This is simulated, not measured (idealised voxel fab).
process module | voxel ribs on slabs
The cross-section shown here is cut; it is 225 nm wide and divided into square cells measuring 5 nm on a side.
Format of a cross-section: grid, square cells. Given as bands. Order: top down. Band: one or more rows of cells. Band: top height; bottom height; in nm. Then, left to right: material with width in nm, for each material. "throughout": a single material spanning edge to edge. "air": empty space. Heads up on the height convention: 0 is the point under which the incoming wafer is all one material, and the lowest band has no bottom, it just keeps going down, like "0 down". You'd read "30->40" like this: the band's top row of cells is as wide as the first number, its bottom row is as wide as the second, and going down, every row changes width by the same amount as the row before did. What does "no change" mean for a step? It means no cell of the cross-section changed in that step. So "Sealed internal cavities" is basically the list of trapped voids: any empty space of 8 cells or more that can't reach the top through an opening. They're written width x height at distance, the distance being from the left edge, and it's all nm. Past the settings on a step's line: simulator remark, on that step. overlay nm: mask offset rightward from planned place, masked step; negative means leftward offset.

# So here's the lineup of process steps we planned
| 1 | op RECEIVE | material Si |
| 2 | op DIRECTIONAL_DEP | material SiO2 | thk nm 30 |
| 3 | op DIRECTIONAL_DEP | material SiN | thk nm 25 |
| 4 | op PATTERN | tone cover | mask id RIB | material resist | width nm 20 | thk nm 20 | overlay nm 0 |
| 5 | op DIRECTIONAL_ETCH | etch materials SiN | depth nm 10 |
| 6 | op STRIP | etch materials resist |
| 7 | op MASKED_ETCH | tone cover | mask id SLAB | width nm 80 | etch materials SiN | depth nm 15 | overlay nm 0 |
| 8 | op FILL_DEP | material SiO2 | thk nm 25 |
| 9 | op CMP | height nm 70 |
| 10 | op DIRECTIONAL_DEP | material TiN | thk nm 10 |
| 11 | op PATTERN | tone cover | mask id HEATER | material resist | width nm 30 | thk nm 15 | overlay nm 0 |
| 12 | op DIRECTIONAL_ETCH | etch materials TiN | depth nm 10 |
| 13 | op STRIP | etch materials resist |
| 14 | op CONFORMAL_DEP | material SiO2 | thk nm 5 |

# As received (post step 1): cross-section
0 down  Si throughout
Sealed internal cavities: none

# Run as planned - first of the two wafers cross-sectioned at the end of the module
85 to 80  90 nm air | 40 nm SiO2 | 95 nm air
80 to 75  90 nm air | 5 nm SiO2 | 30 nm TiN | 5 nm SiO2 | 95 nm air
75 to 70  95 nm SiO2 | 30 nm TiN | 100 nm SiO2
70 to 55  SiO2 throughout
55 to 45  100 nm SiO2 | 20 nm SiN | 105 nm SiO2
45 to 30  70 nm SiO2 | 80 nm SiN | 75 nm SiO2
30 to 0  SiO2 throughout
0 down  Si throughout
Sealed internal cavities: none

# Cross-section of the latter of the two wafers at module completion. It had an identical start and an identical plan to the former; in running it, one mistake was made
85 to 80  90 nm air | 40 nm SiO2 | 95 nm air
80 to 75  90 nm air | 5 nm SiO2 | 30 nm TiN | 5 nm SiO2 | 95 nm air
75 to 70  95 nm SiO2 | 30 nm TiN | 100 nm SiO2
70 to 55  SiO2 throughout
55 to 45  100 nm SiO2 | 20 nm SiN | 105 nm SiO2
45 to 30  75 nm SiO2 | 80 nm SiN | 70 nm SiO2
30 to 0  SiO2 throughout
0 down  Si throughout
Sealed internal cavities: none
What went wrong in running the wafer? step 7 deviated from plan and actually ran as op MASKED_ETCH | tone cover | mask id SLAB | width nm 80 | etch materials SiN | depth nm 15 | overlay nm 5
Heads up: at the end the two wafers have identical cell counts per material, they're just laid out differently.
